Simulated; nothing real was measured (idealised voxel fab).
Name of the process module below: voxel air gaps
For reference, the cross-section in this document is cut, with width 265 nm and square cells of 5 nm.
Notation: cross-section as square-cell grid; stated in bands, top first, going down; one or more cell rows per band. This entry defines a band. It first specifies the height of the band's top and the height of its bottom in nm, and then specifies the band's materials from left to right, stating each material with its width in nm. The word "full width" identifies a single material that fills the band from edge to edge, while the word "air" identifies empty space. A quick word on heights: they are counted from 0, and under that level the wafer as it came to us is one material throughout. The lowest band is different from the rest in having no bottom; it simply continues downward, written as in "0 -> down". Width spec "30..40" -> top row of cells at first value, bottom row at second value, equal per-row change in between. Step marked "nothing different"? Then no cell in the cross-section changed in it. The label "Sealed cavities" introduces a list of the empty spaces, 8 cells or larger, that have no open way up to the top; each entry in it reads width x height at distance, where the distance is taken from the left edge and all three are stated in nm. Heads up: the bit after the settings on a step's line is the simulator's remark on that step. "overlay nm" answers the question of how far to the right of plan the mask lay on a step that has a mask, and when it is negative the answer is to the left. Heads up before you read on: it's before/after pairs around one process step each, after side only down to the lowest band that changed, step plus settings under the pair. Pairs can be from different runs of this module, same starting wafer, so only chain a pair onto the one above if its "Status before step" entry says so.
# Status before step
* 0 -> down = Si full width
* Sealed cavities: none
# As Processed
* 15 -> 0 = SiO2 full width
* For the remainder of the cross-section, below 0, there is no change.
* Sealed cavities: none
Q: step between the cross-sections above? A: CONFORMAL_DEP [material SiO2] [thk nm 15]
Status before step: = after-state of the pair above.
# As Processed
* 20 -> 15 = SiCN full width
* For the remainder of the cross-section, below 15, there is no change.
* Sealed cavities: none
Q: step between the cross-sections above? A: CONFORMAL_DEP [material SiCN] [thk nm 5]
Status before step: = after-state of the pair above.
# As Processed
* 55 -> 20 = lowk full width
* For the remainder of the cross-section, below 20, there is no change.
* Sealed cavities: none
Q: step between the cross-sections above? A: DIRECTIONAL_DEP [material lowk] [thk nm 35]
Status before step: = after-state of the pair above.
# As Processed
* 55 -> 20 = 70 nm lowk, then 20 nm air, then 30 nm lowk, then 20 nm air, then 30 nm lowk, then 20 nm air, then 75 nm lowk
* For the remainder of the cross-section, below 20, there is no change.
* Sealed cavities: none
Q: step between the cross-sections above? A: MASKED_ETCH [tone open] [mask id LINES] [width nm 20] [pitch nm 50] [etch materials lowk] [depth nm 35] [overlay nm 0]
Status before step: = after-state of the pair above.
# As Processed
* 60 -> 55 = 75 nm TiN, then 10 nm air, then 40 nm TiN, then 10 nm air, then 40 nm TiN, then 10 nm air, then 80 nm TiN
* 55 -> 25 = 70 nm lowk, then 5 nm TiN, then 10 nm air, then 5 nm TiN, then 30 nm lowk, then 5 nm TiN, then 10 nm air, then 5 nm TiN, then 30 nm lowk, then 5 nm TiN, then 10 nm air, then 5 nm TiN, then 75 nm lowk
* 25 -> 20 = 70 nm lowk, then 20 nm TiN, then 30 nm lowk, then 20 nm TiN, then 30 nm lowk, then 20 nm TiN, then 75 nm lowk
* For the remainder of the cross-section, below 20, there is no change.
* Sealed cavities: none
Q: step between the cross-sections above? A: CONFORMAL_DEP [material TiN] [thk nm 5]
Status before step: = after-state of the pair above.
# As Processed
* 65 -> 60 = Ru full width
* 60 -> 55 = 75 nm TiN, then 10 nm Ru, then 40 nm TiN, then 10 nm Ru, then 40 nm TiN, then 10 nm Ru, then 80 nm TiN
* 55 -> 25 = 70 nm lowk, then 5 nm TiN, then 10 nm Ru, then 5 nm TiN, then 30 nm lowk, then 5 nm TiN, then 10 nm Ru, then 5 nm TiN, then 30 nm lowk, then 5 nm TiN, then 10 nm Ru, then 5 nm TiN, then 75 nm lowk
* For the remainder of the cross-section, below 25, there is no change.
* Sealed cavities: none
Q: step between the cross-sections above? A: FILL_DEP [material Ru] [thk nm 5]
Status before step: = after-state of the pair above.
# As Processed
* 55 -> 25 = 70 nm lowk, then 5 nm TiN, then 10 nm Ru, then 5 nm TiN, then 30 nm lowk, then 5 nm TiN, then 10 nm Ru, then 5 nm TiN, then 30 nm lowk, then 5 nm TiN, then 10 nm Ru, then 5 nm TiN, then 75 nm lowk
* For the remainder of the cross-section, below 25, there is no change.
* Sealed cavities: none
Q: step between the cross-sections above? A: CMP [height nm 55]
Status before step: = after-state of the pair above.
# As Processed
* 65 -> 55 = 60 nm air, then 40 nm Ru, then 10 nm air, then 40 nm Ru, then 10 nm air, then 40 nm Ru, then 65 nm air
* For the remainder of the cross-section, below 55, there is no change.
* Sealed cavities: none
Q: step between the cross-sections above? A: EPI [material Ru] [thk nm 10]
Status before step: = after-state of the pair above.
# As Processed
* 65 -> 55 = 60 nm air, then 40 nm Ru, then 10 nm air, then 40 nm Ru, then 10 nm air, then 40 nm Ru, then 65 nm air
* 55 -> 25 = 70 nm air, then 5 nm TiN, then 10 nm Ru, then 5 nm TiN, then 30 nm air, then 5 nm TiN, then 10 nm Ru, then 5 nm TiN, then 30 nm air, then 5 nm TiN, then 10 nm Ru, then 5 nm TiN, then 75 nm air
* 25 -> 20 = 70 nm air, then 20 nm TiN, then 30 nm air, then 20 nm TiN, then 30 nm air, then 20 nm TiN, then 75 nm air
* For the remainder of the cross-section, below 20, there is no change.
* Sealed cavities: none
Q: step between the cross-sections above? A: SELECTIVE_ETCH [etch materials lowk] [depth nm 45]
Status before step: = after-state of the pair above.
# As Processed
* 70 -> 65 = 55 nm air, then 150 nm SiCN, then 60 nm air
* 65 -> 55 = 55 nm air, then 5 nm SiCN, then 40 nm Ru, then 10 nm SiCN, then 40 nm Ru, then 10 nm SiCN, then 40 nm Ru, then 5 nm SiCN, then 60 nm air
* 55 -> 50 = 55 nm air, then 15 nm SiCN, then 5 nm TiN, then 10 nm Ru, then 5 nm TiN, then 30 nm SiCN, then 5 nm TiN, then 10 nm Ru, then 5 nm TiN, then 30 nm SiCN, then 5 nm TiN, then 10 nm Ru, then 5 nm TiN, then 15 nm SiCN, then 60 nm air
* 50 -> 25 = 65 nm air, then 5 nm SiCN, then 5 nm TiN, then 10 nm Ru, then 5 nm TiN, then 5 nm SiCN, then 20 nm air, then 5 nm SiCN, then 5 nm TiN, then 10 nm Ru, then 5 nm TiN, then 5 nm SiCN, then 20 nm air, then 5 nm SiCN, then 5 nm TiN, then 10 nm Ru, then 5 nm TiN, then 5 nm SiCN, then 70 nm air
* 25 -> 20 = 70 nm SiCN, then 20 nm TiN, then 30 nm SiCN, then 20 nm TiN, then 30 nm SiCN, then 20 nm TiN, then 75 nm SiCN
* For the remainder of the cross-section, below 20, there is no change.
* Sealed cavities: 20 x 25 at 95; 20 x 25 at 145
Q: step between the cross-sections above? A: CONFORMAL_DEP [material SiCN] [thk nm 5]
# Status before step
* 15 -> 0 = SiO2 full width
* 0 -> down = Si full width
* Sealed cavities: none
# As Processed
* 50 -> 15 = lowk full width
* For the remainder of the cross-section, below 15, there is no change.
* Sealed cavities: none
Q: step between the cross-sections above? A: DIRECTIONAL_DEP [material lowk] [thk nm 35]
Status before step: = after-state of the pair above.
# As Processed
* 50 -> 15 = 70 nm lowk, then 20 nm air, then 30 nm lowk, then 20 nm air, then 30 nm lowk, then 20 nm air, then 75 nm lowk
* For the remainder of the cross-section, below 15, there is no change.
* Sealed cavities: none
Q: step between the cross-sections above? A: MASKED_ETCH [tone open] [mask id LINES] [width nm 20] [pitch nm 50] [etch materials lowk] [depth nm 35] [overlay nm 0]
Status before step: = after-state of the pair above.
# As Processed
* 55 -> 50 = 75 nm TiN, then 10 nm air, then 40 nm TiN, then 10 nm air, then 40 nm TiN, then 10 nm air, then 80 nm TiN
* 50 -> 20 = 70 nm lowk, then 5 nm TiN, then 10 nm air, then 5 nm TiN, then 30 nm lowk, then 5 nm TiN, then 10 nm air, then 5 nm TiN, then 30 nm lowk, then 5 nm TiN, then 10 nm air, then 5 nm TiN, then 75 nm lowk
* 20 -> 15 = 70 nm lowk, then 20 nm TiN, then 30 nm lowk, then 20 nm TiN, then 30 nm lowk, then 20 nm TiN, then 75 nm lowk
* For the remainder of the cross-section, below 15, there is no change.
* Sealed cavities: none
Q: step between the cross-sections above? A: CONFORMAL_DEP [material TiN] [thk nm 5]
Status before step: = after-state of the pair above.
# As Processed
* 60 -> 55 = Ru full width
* 55 -> 50 = 75 nm TiN, then 10 nm Ru, then 40 nm TiN, then 10 nm Ru, then 40 nm TiN, then 10 nm Ru, then 80 nm TiN
* 50 -> 20 = 70 nm lowk, then 5 nm TiN, then 10 nm Ru, then 5 nm TiN, then 30 nm lowk, then 5 nm TiN, then 10 nm Ru, then 5 nm TiN, then 30 nm lowk, then 5 nm TiN, then 10 nm Ru, then 5 nm TiN, then 75 nm lowk
* For the remainder of the cross-section, below 20, there is no change.
* Sealed cavities: none
Q: step between the cross-sections above? A: FILL_DEP [material Ru] [thk nm 5]
Status before step: = after-state of the pair above.
# As Processed
* 55 -> 50 = 75 nm TiN, then 10 nm Ru, then 40 nm TiN, then 10 nm Ru, then 40 nm TiN, then 10 nm Ru, then 80 nm TiN
* For the remainder of the cross-section, below 50, there is no change.
* Sealed cavities: none
Q: step between the cross-sections above? A: CMP [height nm 55]
Status before step: = after-state of the pair above.
# As Processed
* 65 -> 55 = Ru full width
* For the remainder of the cross-section, below 55, there is no change.
* Sealed cavities: none
Q: step between the cross-sections above? A: EPI [material Ru] [thk nm 10]
Status before step: = after-state of the pair above.
# As Processed
* 70 -> 65 = SiCN full width
* For the remainder of the cross-section, below 65, there is no change.
* Sealed cavities: none
Q: step between the cross-sections above? A: CONFORMAL_DEP [material SiCN] [thk nm 5]
# Status before step
* 65 -> 55 = 60 nm air, then 40 nm Ru, then 10 nm air, then 40 nm Ru, then 10 nm air, then 40 nm Ru, then 65 nm air
* 55 -> 25 = 70 nm lowk, then 5 nm TiN, then 10 nm Ru, then 5 nm TiN, then 30 nm lowk, then 5 nm TiN, then 10 nm Ru, then 5 nm TiN, then 30 nm lowk, then 5 nm TiN, then 10 nm Ru, then 5 nm TiN, then 75 nm lowk
* 25 -> 20 = 70 nm lowk, then 20 nm TiN, then 30 nm lowk, then 20 nm TiN, then 30 nm lowk, then 20 nm TiN, then 75 nm lowk
* 20 -> 15 = SiCN full width
* 15 -> 0 = SiO2 full width
* 0 -> down = Si full width
* Sealed cavities: none
# As Processed
* 75 -> 55 = 50 nm air, then 160 nm Ru, then 55 nm air
* For the remainder of the cross-section, below 55, there is no change.
* Sealed cavities: none
Q: step between the cross-sections above? A: EPI [material Ru] [thk nm 10]
Status before step: = after-state of the pair above.
# As Processed
* 75 -> 55 = 50 nm air, then 160 nm Ru, then 55 nm air
* 55 -> 25 = 70 nm air, then 5 nm TiN, then 10 nm Ru, then 5 nm TiN, then 30 nm lowk, then 5 nm TiN, then 10 nm Ru, then 5 nm TiN, then 30 nm lowk, then 5 nm TiN, then 10 nm Ru, then 5 nm TiN, then 75 nm air
* 25 -> 20 = 70 nm air, then 20 nm TiN, then 30 nm lowk, then 20 nm TiN, then 30 nm lowk, then 20 nm TiN, then 75 nm air
* For the remainder of the cross-section, below 20, there is no change.
* Sealed cavities: none
Q: step between the cross-sections above? A: SELECTIVE_ETCH [etch materials lowk] [depth nm 45]
Status before step: = after-state of the pair above.
# As Processed
* 80 -> 75 = 45 nm air, then 170 nm SiCN, then 50 nm air
* 75 -> 55 = 45 nm air, then 5 nm SiCN, then 160 nm Ru, then 5 nm SiCN, then 50 nm air
* 55 -> 50 = 45 nm air, then 25 nm SiCN, then 5 nm TiN, then 10 nm Ru, then 5 nm TiN, then 30 nm lowk, then 5 nm TiN, then 10 nm Ru, then 5 nm TiN, then 30 nm lowk, then 5 nm TiN, then 10 nm Ru, then 5 nm TiN, then 25 nm SiCN, then 50 nm air
* 50 -> 25 = 65 nm air, then 5 nm SiCN, then 5 nm TiN, then 10 nm Ru, then 5 nm TiN, then 30 nm lowk, then 5 nm TiN, then 10 nm Ru, then 5 nm TiN, then 30 nm lowk, then 5 nm TiN, then 10 nm Ru, then 5 nm TiN, then 5 nm SiCN, then 70 nm air
* 25 -> 20 = 70 nm SiCN, then 20 nm TiN, then 30 nm lowk, then 20 nm TiN, then 30 nm lowk, then 20 nm TiN, then 75 nm SiCN
* For the remainder of the cross-section, below 20, there is no change.
* Sealed cavities: none
Q: step between the cross-sections above? A: CONFORMAL_DEP [material SiCN] [thk nm 5]
# Status before step
* 0 -> down = Si full width
* Sealed cavities: none
# As Processed
* 5 -> 0 = SiCN full width
* For the remainder of the cross-section, below 0, there is no change.
* Sealed cavities: none
Q: step between the cross-sections above? A: CONFORMAL_DEP [material SiCN] [thk nm 5]
Status before step: = after-state of the pair above.
# As Processed
* 20 -> 5 = SiO2 full width
* For the remainder of the cross-section, below 5, there is no change.
* Sealed cavities: none
Q: step between the cross-sections above? A: CONFORMAL_DEP [material SiO2] [thk nm 15]
Status before step: = after-state of the pair above.
# As Processed
* 55 -> 20 = lowk full width
* For the remainder of the cross-section, below 20, there is no change.
* Sealed cavities: none
Q: step between the cross-sections above? A: DIRECTIONAL_DEP [material lowk] [thk nm 35]
Status before step: = after-state of the pair above.
# As Processed
* 55 -> 20 = 70 nm lowk, then 20 nm air, then 30 nm lowk, then 20 nm air, then 30 nm lowk, then 20 nm air, then 75 nm lowk
* For the remainder of the cross-section, below 20, there is no change.
* Sealed cavities: none
Q: step between the cross-sections above? A: MASKED_ETCH [tone open] [mask id LINES] [width nm 20] [pitch nm 50] [etch materials lowk] [depth nm 35] [overlay nm 0]
Status before step: = after-state of the pair above.
# As Processed
* 60 -> 55 = 75 nm TiN, then 10 nm air, then 40 nm TiN, then 10 nm air, then 40 nm TiN, then 10 nm air, then 80 nm TiN
* 55 -> 25 = 70 nm lowk, then 5 nm TiN, then 10 nm air, then 5 nm TiN, then 30 nm lowk, then 5 nm TiN, then 10 nm air, then 5 nm TiN, then 30 nm lowk, then 5 nm TiN, then 10 nm air, then 5 nm TiN, then 75 nm lowk
* 25 -> 20 = 70 nm lowk, then 20 nm TiN, then 30 nm lowk, then 20 nm TiN, then 30 nm lowk, then 20 nm TiN, then 75 nm lowk
* For the remainder of the cross-section, below 20, there is no change.
* Sealed cavities: none
Q: step between the cross-sections above? A: CONFORMAL_DEP [material TiN] [thk nm 5]
Status before step: = after-state of the pair above.
# As Processed
* 65 -> 60 = Ru full width
* 60 -> 55 = 75 nm TiN, then 10 nm Ru, then 40 nm TiN, then 10 nm Ru, then 40 nm TiN, then 10 nm Ru, then 80 nm TiN
* 55 -> 25 = 70 nm lowk, then 5 nm TiN, then 10 nm Ru, then 5 nm TiN, then 30 nm lowk, then 5 nm TiN, then 10 nm Ru, then 5 nm TiN, then 30 nm lowk, then 5 nm TiN, then 10 nm Ru, then 5 nm TiN, then 75 nm lowk
* For the remainder of the cross-section, below 25, there is no change.
* Sealed cavities: none
Q: step between the cross-sections above? A: FILL_DEP [material Ru] [thk nm 5]
Status before step: = after-state of the pair above.
# As Processed
* 55 -> 25 = 70 nm lowk, then 5 nm TiN, then 10 nm Ru, then 5 nm TiN, then 30 nm lowk, then 5 nm TiN, then 10 nm Ru, then 5 nm TiN, then 30 nm lowk, then 5 nm TiN, then 10 nm Ru, then 5 nm TiN, then 75 nm lowk
* For the remainder of the cross-section, below 25, there is no change.
* Sealed cavities: none
Q: step between the cross-sections above? A: CMP [height nm 55]
Status before step: = after-state of the pair above.
# As Processed
* 65 -> 55 = 60 nm air, then 40 nm Ru, then 10 nm air, then 40 nm Ru, then 10 nm air, then 40 nm Ru, then 65 nm air
* For the remainder of the cross-section, below 55, there is no change.
* Sealed cavities: none
Q: step between the cross-sections above? A: EPI [material Ru] [thk nm 10]
Status before step: = after-state of the pair above.
# As Processed
* 65 -> 55 = 60 nm air, then 40 nm Ru, then 10 nm air, then 40 nm Ru, then 10 nm air, then 40 nm Ru, then 65 nm air
* 55 -> 25 = 70 nm air, then 5 nm TiN, then 10 nm Ru, then 5 nm TiN, then 30 nm air, then 5 nm TiN, then 10 nm Ru, then 5 nm TiN, then 30 nm air, then 5 nm TiN, then 10 nm Ru, then 5 nm TiN, then 75 nm air
* 25 -> 20 = 70 nm air, then 20 nm TiN, then 30 nm air, then 20 nm TiN, then 30 nm air, then 20 nm TiN, then 75 nm air
* For the remainder of the cross-section, below 20, there is no change.
* Sealed cavities: none
Q: step between the cross-sections above? A: SELECTIVE_ETCH [etch materials lowk] [depth nm 45]
Status before step: = after-state of the pair above.
# As Processed
* 70 -> 65 = 55 nm air, then 150 nm SiCN, then 60 nm air
* 65 -> 55 = 55 nm air, then 5 nm SiCN, then 40 nm Ru, then 10 nm SiCN, then 40 nm Ru, then 10 nm SiCN, then 40 nm Ru, then 5 nm SiCN, then 60 nm air
* 55 -> 50 = 55 nm air, then 15 nm SiCN, then 5 nm TiN, then 10 nm Ru, then 5 nm TiN, then 30 nm SiCN, then 5 nm TiN, then 10 nm Ru, then 5 nm TiN, then 30 nm SiCN, then 5 nm TiN, then 10 nm Ru, then 5 nm TiN, then 15 nm SiCN, then 60 nm air
* 50 -> 25 = 65 nm air, then 5 nm SiCN, then 5 nm TiN, then 10 nm Ru, then 5 nm TiN, then 5 nm SiCN, then 20 nm air, then 5 nm SiCN, then 5 nm TiN, then 10 nm Ru, then 5 nm TiN, then 5 nm SiCN, then 20 nm air, then 5 nm SiCN, then 5 nm TiN, then 10 nm Ru, then 5 nm TiN, then 5 nm SiCN, then 70 nm air
* 25 -> 20 = 70 nm SiCN, then 20 nm TiN, then 30 nm SiCN, then 20 nm TiN, then 30 nm SiCN, then 20 nm TiN, then 75 nm SiCN
* For the remainder of the cross-section, below 20, there is no change.
* Sealed cavities: 20 x 25 at 95; 20 x 25 at 145
Q: step between the cross-sections above? A: CONFORMAL_DEP [material SiCN] [thk nm 5]
# Status before step
* 65 -> 55 = 60 nm air, then 40 nm Ru, then 10 nm air, then 40 nm Ru, then 10 nm air, then 40 nm Ru, then 65 nm air
* 55 -> 25 = 70 nm air, then 5 nm TiN, then 10 nm Ru, then 5 nm TiN, then 30 nm air, then 5 nm TiN, then 10 nm Ru, then 5 nm TiN, then 30 nm air, then 5 nm TiN, then 10 nm Ru, then 5 nm TiN, then 75 nm air
* 25 -> 20 = 70 nm air, then 20 nm TiN, then 30 nm air, then 20 nm TiN, then 30 nm air, then 20 nm TiN, then 75 nm air
* 20 -> 15 = SiCN full width
* 15 -> 0 = SiO2 full width
* 0 -> down = Si full width
* Sealed cavities: none
# As Processed
* 80 -> 65 = 45 nm air, then 170 nm SiCN, then 50 nm air
* 65 -> 55 = 45 nm air, then 15 nm SiCN, then 40 nm Ru, then 10 nm SiCN, then 40 nm Ru, then 10 nm SiCN, then 40 nm Ru, then 15 nm SiCN, then 50 nm air
* 55 -> 50 = 45 nm air, then 25 nm SiCN, then 5 nm TiN, then 10 nm Ru, then 5 nm TiN, then 30 nm SiCN, then 5 nm TiN, then 10 nm Ru, then 5 nm TiN, then 30 nm SiCN, then 5 nm TiN, then 10 nm Ru, then 5 nm TiN, then 25 nm SiCN, then 50 nm air
* 50 -> 40 = 45 nm air, then 25 nm SiCN, then 5 nm TiN, then 10 nm Ru, then 5 nm TiN, then 5 nm SiCN, then 20 nm air, then 5 nm SiCN, then 5 nm TiN, then 10 nm Ru, then 5 nm TiN, then 5 nm SiCN, then 20 nm air, then 5 nm SiCN, then 5 nm TiN, then 10 nm Ru, then 5 nm TiN, then 25 nm SiCN, then 50 nm air
* 40 -> 35 = 55 nm air, then 15 nm SiCN, then 5 nm TiN, then 10 nm Ru, then 5 nm TiN, then 5 nm SiCN, then 20 nm air, then 5 nm SiCN, then 5 nm TiN, then 10 nm Ru, then 5 nm TiN, then 5 nm SiCN, then 20 nm air, then 5 nm SiCN, then 5 nm TiN, then 10 nm Ru, then 5 nm TiN, then 15 nm SiCN, then 60 nm air
* 35 -> 25 = 70 nm SiCN, then 5 nm TiN, then 10 nm Ru, then 5 nm TiN, then 5 nm SiCN, then 20 nm air, then 5 nm SiCN, then 5 nm TiN, then 10 nm Ru, then 5 nm TiN, then 5 nm SiCN, then 20 nm air, then 5 nm SiCN, then 5 nm TiN, then 10 nm Ru, then 5 nm TiN, then 75 nm SiCN
* 25 -> 20 = 70 nm SiCN, then 20 nm TiN, then 30 nm SiCN, then 20 nm TiN, then 30 nm SiCN, then 20 nm TiN, then 75 nm SiCN
* For the remainder of the cross-section, below 20, there is no change.
* Sealed cavities: 20 x 25 at 95; 20 x 25 at 145
Q: step between the cross-sections above? A: CONFORMAL_DEP [material SiCN] [thk nm 15]
# Status before step
* 55 -> 20 = lowk full width
* 20 -> 15 = SiCN full width
* 15 -> 0 = SiO2 full width
* 0 -> down = Si full width
* Sealed cavities: none
# As Processed
* 55 -> 20 = 75 nm lowk, then 15 nm air, then 35 nm lowk, then 15 nm air, then 35 nm lowk, then 15 nm air, then 75 nm lowk
* For the remainder of the cross-section, below 20, there is no change.
* Sealed cavities: none
Q: step between the cross-sections above? A: MASKED_ETCH [tone open] [mask id LINES] [width nm 15] [pitch nm 50] [etch materials lowk] [depth nm 35] [overlay nm 0]
Status before step: = after-state of the pair above.
# As Processed
* 60 -> 55 = 80 nm TiN, then 5 nm air, then 45 nm TiN, then 5 nm air, then 45 nm TiN, then 5 nm air, then 80 nm TiN
* 55 -> 25 = 75 nm lowk, then 5 nm TiN, then 5 nm air, then 5 nm TiN, then 35 nm lowk, then 5 nm TiN, then 5 nm air, then 5 nm TiN, then 35 nm lowk, then 5 nm TiN, then 5 nm air, then 5 nm TiN, then 75 nm lowk
* 25 -> 20 = 75 nm lowk, then 15 nm TiN, then 35 nm lowk, then 15 nm TiN, then 35 nm lowk, then 15 nm TiN, then 75 nm lowk
* For the remainder of the cross-section, below 20, there is no change.
* Sealed cavities: none
Q: step between the cross-sections above? A: CONFORMAL_DEP [material TiN] [thk nm 5]
Status before step: = after-state of the pair above.
# As Processed
* 65 -> 60 = Ru full width
* 60 -> 55 = 80 nm TiN, then 5 nm Ru, then 45 nm TiN, then 5 nm Ru, then 45 nm TiN, then 5 nm Ru, then 80 nm TiN
* 55 -> 25 = 75 nm lowk, then 5 nm TiN, then 5 nm Ru, then 5 nm TiN, then 35 nm lowk, then 5 nm TiN, then 5 nm Ru, then 5 nm TiN, then 35 nm lowk, then 5 nm TiN, then 5 nm Ru, then 5 nm TiN, then 75 nm lowk
* For the remainder of the cross-section, below 25, there is no change.
* Sealed cavities: none
Q: step between the cross-sections above? A: FILL_DEP [material Ru] [thk nm 5]
Status before step: = after-state of the pair above.
# As Processed
* 55 -> 25 = 75 nm lowk, then 5 nm TiN, then 5 nm Ru, then 5 nm TiN, then 35 nm lowk, then 5 nm TiN, then 5 nm Ru, then 5 nm TiN, then 35 nm lowk, then 5 nm TiN, then 5 nm Ru, then 5 nm TiN, then 75 nm lowk
* For the remainder of the cross-section, below 25, there is no change.
* Sealed cavities: none
Q: step between the cross-sections above? A: CMP [height nm 55]
Status before step: = after-state of the pair above.
# As Processed
* 65 -> 55 = 65 nm air, then 35 nm Ru, then 15 nm air, then 35 nm Ru, then 15 nm air, then 35 nm Ru, then 65 nm air
* For the remainder of the cross-section, below 55, there is no change.
* Sealed cavities: none
Q: step between the cross-sections above? A: EPI [material Ru] [thk nm 10]
Status before step: = after-state of the pair above.
# As Processed
* 65 -> 55 = 65 nm air, then 35 nm Ru, then 15 nm air, then 35 nm Ru, then 15 nm air, then 35 nm Ru, then 65 nm air
* 55 -> 25 = 75 nm air, then 5 nm TiN, then 5 nm Ru, then 5 nm TiN, then 35 nm air, then 5 nm TiN, then 5 nm Ru, then 5 nm TiN, then 35 nm air, then 5 nm TiN, then 5 nm Ru, then 5 nm TiN, then 75 nm air
* 25 -> 20 = 75 nm air, then 15 nm TiN, then 35 nm air, then 15 nm TiN, then 35 nm air, then 15 nm TiN, then 75 nm air
* For the remainder of the cross-section, below 20, there is no change.
* Sealed cavities: none
Q: step between the cross-sections above? A: SELECTIVE_ETCH [etch materials lowk] [depth nm 45]
Status before step: = after-state of the pair above.
# As Processed
* 70 -> 65 = 60 nm air, then 45 nm SiCN, then 5 nm air, then 45 nm SiCN, then 5 nm air, then 45 nm SiCN, then 60 nm air
* 65 -> 55 = 60 nm air, then 5 nm SiCN, then 35 nm Ru, then 5 nm SiCN, then 5 nm air, then 5 nm SiCN, then 35 nm Ru, then 5 nm SiCN, then 5 nm air, then 5 nm SiCN, then 35 nm Ru, then 5 nm SiCN, then 60 nm air
* 55 -> 50 = 60 nm air, then 15 nm SiCN, then 5 nm TiN, then 5 nm Ru, then 5 nm TiN, then 15 nm SiCN, then 5 nm air, then 15 nm SiCN, then 5 nm TiN, then 5 nm Ru, then 5 nm TiN, then 15 nm SiCN, then 5 nm air, then 15 nm SiCN, then 5 nm TiN, then 5 nm Ru, then 5 nm TiN, then 15 nm SiCN, then 60 nm air
* 50 -> 25 = 70 nm air, then 5 nm SiCN, then 5 nm TiN, then 5 nm Ru, then 5 nm TiN, then 5 nm SiCN, then 25 nm air, then 5 nm SiCN, then 5 nm TiN, then 5 nm Ru, then 5 nm TiN, then 5 nm SiCN, then 25 nm air, then 5 nm SiCN, then 5 nm TiN, then 5 nm Ru, then 5 nm TiN, then 5 nm SiCN, then 70 nm air
* 25 -> 20 = 75 nm SiCN, then 15 nm TiN, then 35 nm SiCN, then 15 nm TiN, then 35 nm SiCN, then 15 nm TiN, then 75 nm SiCN
* For the remainder of the cross-section, below 20, there is no change.
* Sealed cavities: none
Q: step between the cross-sections above? A: CONFORMAL_DEP [material SiCN] [thk nm 5]
# Status before step
* 55 -> 20 = lowk full width
* 20 -> 15 = SiCN full width
* 15 -> 0 = SiO2 full width
* 0 -> down = Si full width
* Sealed cavities: none
# As Processed
* 55 -> 20 = 75 nm lowk, then 20 nm air, then 30 nm lowk, then 20 nm air, then 30 nm lowk, then 20 nm air, then 70 nm lowk
* For the remainder of the cross-section, below 20, there is no change.
* Sealed cavities: none
Q: step between the cross-sections above? A: MASKED_ETCH [tone open] [mask id LINES] [width nm 20] [pitch nm 50] [etch materials lowk] [depth nm 35] [overlay nm 5]
Status before step: = after-state of the pair above.
# As Processed
* 60 -> 55 = 80 nm TiN, then 10 nm air, then 40 nm TiN, then 10 nm air, then 40 nm TiN, then 10 nm air, then 75 nm TiN
* 55 -> 25 = 75 nm lowk, then 5 nm TiN, then 10 nm air, then 5 nm TiN, then 30 nm lowk, then 5 nm TiN, then 10 nm air, then 5 nm TiN, then 30 nm lowk, then 5 nm TiN, then 10 nm air, then 5 nm TiN, then 70 nm lowk
* 25 -> 20 = 75 nm lowk, then 20 nm TiN, then 30 nm lowk, then 20 nm TiN, then 30 nm lowk, then 20 nm TiN, then 70 nm lowk
* For the remainder of the cross-section, below 20, there is no change.
* Sealed cavities: none
Q: step between the cross-sections above? A: CONFORMAL_DEP [material TiN] [thk nm 5]
Status before step: = after-state of the pair above.
# As Processed
* 65 -> 60 = Ru full width
* 60 -> 55 = 80 nm TiN, then 10 nm Ru, then 40 nm TiN, then 10 nm Ru, then 40 nm TiN, then 10 nm Ru, then 75 nm TiN
* 55 -> 25 = 75 nm lowk, then 5 nm TiN, then 10 nm Ru, then 5 nm TiN, then 30 nm lowk, then 5 nm TiN, then 10 nm Ru, then 5 nm TiN, then 30 nm lowk, then 5 nm TiN, then 10 nm Ru, then 5 nm TiN, then 70 nm lowk
* For the remainder of the cross-section, below 25, there is no change.
* Sealed cavities: none
Q: step between the cross-sections above? A: FILL_DEP [material Ru] [thk nm 5]
Status before step: = after-state of the pair above.
# As Processed
* 55 -> 25 = 75 nm lowk, then 5 nm TiN, then 10 nm Ru, then 5 nm TiN, then 30 nm lowk, then 5 nm TiN, then 10 nm Ru, then 5 nm TiN, then 30 nm lowk, then 5 nm TiN, then 10 nm Ru, then 5 nm TiN, then 70 nm lowk
* For the remainder of the cross-section, below 25, there is no change.
* Sealed cavities: none
Q: step between the cross-sections above? A: CMP [height nm 55]
Status before step: = after-state of the pair above.
# As Processed
* 65 -> 55 = 65 nm air, then 40 nm Ru, then 10 nm air, then 40 nm Ru, then 10 nm air, then 40 nm Ru, then 60 nm air
* For the remainder of the cross-section, below 55, there is no change.
* Sealed cavities: none
Q: step between the cross-sections above? A: EPI [material Ru] [thk nm 10]
Status before step: = after-state of the pair above.
# As Processed
* 65 -> 55 = 65 nm air, then 40 nm Ru, then 10 nm air, then 40 nm Ru, then 10 nm air, then 40 nm Ru, then 60 nm air
* 55 -> 25 = 75 nm air, then 5 nm TiN, then 10 nm Ru, then 5 nm TiN, then 30 nm air, then 5 nm TiN, then 10 nm Ru, then 5 nm TiN, then 30 nm air, then 5 nm TiN, then 10 nm Ru, then 5 nm TiN, then 70 nm air
* 25 -> 20 = 75 nm air, then 20 nm TiN, then 30 nm air, then 20 nm TiN, then 30 nm air, then 20 nm TiN, then 70 nm air
* For the remainder of the cross-section, below 20, there is no change.
* Sealed cavities: none
Q: step between the cross-sections above? A: SELECTIVE_ETCH [etch materials lowk] [depth nm 45]
Status before step: = after-state of the pair above.
# As Processed
* 70 -> 65 = 60 nm air, then 150 nm SiCN, then 55 nm air
* 65 -> 55 = 60 nm air, then 5 nm SiCN, then 40 nm Ru, then 10 nm SiCN, then 40 nm Ru, then 10 nm SiCN, then 40 nm Ru, then 5 nm SiCN, then 55 nm air
* 55 -> 50 = 60 nm air, then 15 nm SiCN, then 5 nm TiN, then 10 nm Ru, then 5 nm TiN, then 30 nm SiCN, then 5 nm TiN, then 10 nm Ru, then 5 nm TiN, then 30 nm SiCN, then 5 nm TiN, then 10 nm Ru, then 5 nm TiN, then 15 nm SiCN, then 55 nm air
* 50 -> 25 = 70 nm air, then 5 nm SiCN, then 5 nm TiN, then 10 nm Ru, then 5 nm TiN, then 5 nm SiCN, then 20 nm air, then 5 nm SiCN, then 5 nm TiN, then 10 nm Ru, then 5 nm TiN, then 5 nm SiCN, then 20 nm air, then 5 nm SiCN, then 5 nm TiN, then 10 nm Ru, then 5 nm TiN, then 5 nm SiCN, then 65 nm air
* 25 -> 20 = 75 nm SiCN, then 20 nm TiN, then 30 nm SiCN, then 20 nm TiN, then 30 nm SiCN, then 20 nm TiN, then 70 nm SiCN
* For the remainder of the cross-section, below 20, there is no change.
* Sealed cavities: 20 x 25 at 100; 20 x 25 at 150
Q: step between the cross-sections above? A: CONFORMAL_DEP [material SiCN] [thk nm 5]
